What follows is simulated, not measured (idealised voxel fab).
This is a process module. Its name is voxel wiring stack.
The cross-section on display is named cut; it measures 245 nm wide, and its cells are 5 nm squares.
Cross-section = grid of square cells, listed top down in bands; band = one or more rows. Band entry format. Leading values: height of top, height of bottom, nm. Remainder: materials in left-to-right order, each with its width in nm. Special words: "everywhere" on a single material, which then fills the band edge to edge; "air", empty space. We count height from 0. Below that, the starting wafer is all one material. The lowest band never ends at the bottom but goes on down; see "z 0 and below" for how that is written. You'd read "30->40" like this: the band's top row of cells is as wide as the first number, its bottom row is as wide as the second, and going down, every row changes width by the same amount as the row before did. "all unchanged", as given for a step, is the statement that not any cell of the cross-section underwent a change during that step. For the entry "Closed voids list", the listed items are empty spaces with no open way to the top whose size is 8 cells or more; each item follows the pattern width x height at distance, where distance is from the left edge and all three are in nm. On a step's line, text after the settings is the simulator commenting on that step. The line of a step may include "overlay nm". On a step with a mask, this value is how far to the right of its planned place the mask lay. A negative value means the mask lay to the left.

# Process steps - plan
- 1: op RECEIVE | material Si
- 2: op CONFORMAL_DEP | material SiO2 | thk nm 10
- 3: op CONFORMAL_DEP | material SiCN | thk nm 5
- 4: op DIRECTIONAL_DEP | material lowk | thk nm 20
- 5: op PATTERN | tone open | mask id METAL_1 | material resist | width nm 25 | pitch nm 55 | thk nm 20 | overlay nm 0
- 6: op DIRECTIONAL_ETCH | etch materials lowk | depth nm 20
- 7: op DIRECTIONAL_ETCH | etch materials SiCN | depth nm 5
- 8: op STRIP | etch materials resist
- 9: op CONFORMAL_DEP | material TiN | thk nm 5
- 10: op FILL_DEP | material W | thk nm 10
- 11: op CMP | height nm 35
- 12: op CONFORMAL_DEP | material SiCN | thk nm 5
- 13: op DIRECTIONAL_DEP | material lowk | thk nm 35
- 14: op PATTERN | tone open | mask id METAL_2 | material resist | width nm 25 | pitch nm 55 | thk nm 15 | overlay nm 0
- 15: op DIRECTIONAL_ETCH | etch materials lowk | depth nm 20
- 16: op STRIP | etch materials resist
- 17: op PATTERN | tone open | mask id METAL_2_HOLES | material resist | width nm 15 | pitch nm 110 | thk nm 20 | overlay nm 0
- 18: op DIRECTIONAL_ETCH | etch materials lowk | depth nm 15
- 19: op DIRECTIONAL_ETCH | etch materials SiCN | depth nm 5
- 20: op STRIP | etch materials resist
- 21: op CONFORMAL_DEP | material TiN | thk nm 5
- 22: op FILL_DEP | material Cu | thk nm 5
- 23: op CMP | height nm 75
- 24: op CONFORMAL_DEP | material SiN | thk nm 5

# As-received state of the wafer in cross-section, equivalent to post-step 1
	z 0 and below: Si everywhere
	Closed voids list: none

# Wafer at module end, in section. Began as above, planned as above, run with one mistake
	z 80 to 75: SiN everywhere
	z 75 to 70: 25 of lowk; 5 of TiN; 5 of Cu; 15 of TiN; 30 of lowk; 25 of TiN; 30 of lowk; 5 of TiN; 5 of Cu; 15 of TiN; 30 of lowk; 25 of TiN; 30 of lowk
	z 70 to 55: 25 of lowk; 5 of TiN; 5 of Cu; 5 of TiN; 95 of lowk; 5 of TiN; 5 of Cu; 5 of TiN; 95 of lowk
	z 55 to 50: 25 of SiCN; 15 of TiN; 95 of SiCN; 15 of TiN; 95 of SiCN
	z 50 to 40: W everywhere
	z 40 to 35: 30 of TiN; 15 of W; 40 of TiN; 15 of W; 40 of TiN; 15 of W; 40 of TiN; 15 of W; 35 of TiN
	z 35 to 15: 25 of lowk; 5 of TiN; 15 of W; 5 of TiN; 30 of lowk; 5 of TiN; 15 of W; 5 of TiN; 30 of lowk; 5 of TiN; 15 of W; 5 of TiN; 30 of lowk; 5 of TiN; 15 of W; 5 of TiN; 30 of lowk
	z 15 to 10: 25 of SiCN; 25 of TiN; 30 of SiCN; 25 of TiN; 30 of SiCN; 25 of TiN; 30 of SiCN; 25 of TiN; 30 of SiCN
	z 10 to 0: SiO2 everywhere
	z 0 and below: Si everywhere
	Closed voids list: none
What broke from the plan during processing? plan step 11 was not performed, having been skipped
